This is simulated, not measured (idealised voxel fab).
Herein follows the process module entitled voxel gate over fins.
The figure presents cross-section cut, which has a width of 255 nm and is divided into square cells with an edge length of 5 nm.
A cross-section is written here as square cells arranged in a grid, and it is given in bands from the top down, each band taking up one or more rows of cells. First you get the band's top height and its bottom height, in nm, and then the materials it's made of, left to right, with each width in nm. If you see a single material with "all across", that one covers the band edge to edge. "empty" is empty space. Counting heights begins at 0, where everything beneath is, in the wafer as received, one material. The lowest band has no bottom; it goes on downwards, as "0..down" shows. A width such as "30..40" changes by the same amount from each row of cells to the next, from the band's top row to its bottom row. No cell of the cross-section changed in a step that is given as "no change". "Enclosed void catalog" - sealed voids, min. 8 cells, no opening to top; format: width x height at distance (distance from left edge; nm throughout). Where a step's line continues beyond its settings, the continuation is a remark by the simulator itself on that step. A step line may carry the setting "overlay nm", which, for steps involving a mask, states the distance by which the mask lay to the right of its intended position; negative values denote displacement to the left.
Process steps (planned)
1. RECEIVE | material Si
2. CONFORMAL_DEP | material SiN | thk nm 5
3. MASKED_ETCH | tone cover | mask id FINS | width nm 15 | pitch nm 55 | etch materials SiN | depth nm 5 | overlay nm 0
4. MASKED_ETCH | tone cover | mask id FINS | width nm 15 | pitch nm 55 | etch materials Si | depth nm 40 | overlay nm 0
5. FILL_DEP | material SiO2 | thk nm 5
6. CMP | height nm 5
7. PATTERN | tone open | mask id RAIL | material resist | width nm 15 | thk nm 20 | overlay nm 0
8. DIRECTIONAL_ETCH | etch materials SiO2 | depth nm 40
9. STRIP | etch materials resist
10. CONFORMAL_DEP | material TiN | thk nm 5
11. FILL_DEP | material Ru | thk nm 5
12. CMP | height nm 5
13. SELECTIVE_ETCH | etch materials W Ru TiN | depth nm 25
14. FILL_DEP | material SiO2 | thk nm 5
15. CMP | height nm 5
16. SELECTIVE_ETCH | etch materials SiO2 | depth nm 15
17. STRIP | etch materials SiN
18. CONFORMAL_DEP | material HfO2 | thk nm 5
19. CONFORMAL_DEP | material TiN | thk nm 5
20. CONFORMAL_DEP | material TiAl | thk nm 5
21. CONFORMAL_DEP | material TiN | thk nm 5
22. FILL_DEP | material W | thk nm 15
23. CMP | height nm 30
24. CONFORMAL_DEP | material SiN | thk nm 10
This is the cross-section of the wafer as we received it, i.e. after step 1
    0..down = Si all across
    Enclosed void catalog: none
Below is the wafer in cross-section after the module was completed. It began from the starting point shown above and followed the plan shown above, except that one mistake was made while running it
    40..30 = SiN all across
    30..20 = W all across
    20..15 = 15 W, 220 TiN, 20 W
    15..10 = 15 W, 5 TiN, 45 TiAl, 10 TiN, 45 TiAl, 10 TiN, 45 TiAl, 10 TiN, 45 TiAl, 5 TiN, 20 W
    10..5 = 20 TiN, 5 TiAl, 35 SiN, 5 TiAl, 10 TiN, 5 TiAl, 35 SiN, 5 TiAl, 10 TiN, 5 TiAl, 35 SiN, 5 TiAl, 10 TiN, 5 TiAl, 35 SiN, 5 TiAl, 25 TiN
    5..0 = 25 TiAl, 5 SiN, 25 HfO2, 5 SiN, 20 TiAl, 5 SiN, 25 HfO2, 5 SiN, 20 TiAl, 5 SiN, 25 HfO2, 5 SiN, 20 TiAl, 5 SiN, 25 HfO2, 5 SiN, 30 TiAl
    0..-5 = 30 SiN, 5 HfO2, 15 Si, 5 HfO2, 30 SiN, 5 HfO2, 15 Si, 5 HfO2, 30 SiN, 5 HfO2, 15 Si, 5 HfO2, 30 SiN, 5 HfO2, 15 Si, 5 HfO2, 35 SiN
    -5..-10 = 35 HfO2, 15 Si, 40 HfO2, 15 Si, 40 HfO2, 15 Si, 40 HfO2, 15 Si, 40 HfO2
    -10..-20 = 35 SiO2, 15 Si, 40 SiO2, 15 Si, 40 SiO2, 15 Si, 40 SiO2, 15 Si, 40 SiO2
    -20..-30 = 35 SiO2, 15 Si, 10 SiO2, 5 TiN, 5 Ru, 5 TiN, 15 SiO2, 15 Si, 40 SiO2, 15 Si, 40 SiO2, 15 Si, 40 SiO2
    -30..-35 = 35 SiO2, 15 Si, 10 SiO2, 15 TiN, 15 SiO2, 15 Si, 40 SiO2, 15 Si, 40 SiO2, 15 Si, 40 SiO2
    -35..-40 = 35 SiO2, 15 Si, 40 SiO2, 15 Si, 40 SiO2, 15 Si, 40 SiO2, 15 Si, 40 SiO2
    -40..down = Si all across
    Enclosed void catalog: none
Here's what went sideways: it should be noted that step 19 was executed with settings other than those planned, the operation and settings actually applied being CONFORMAL_DEP | material SiN | thk nm 5
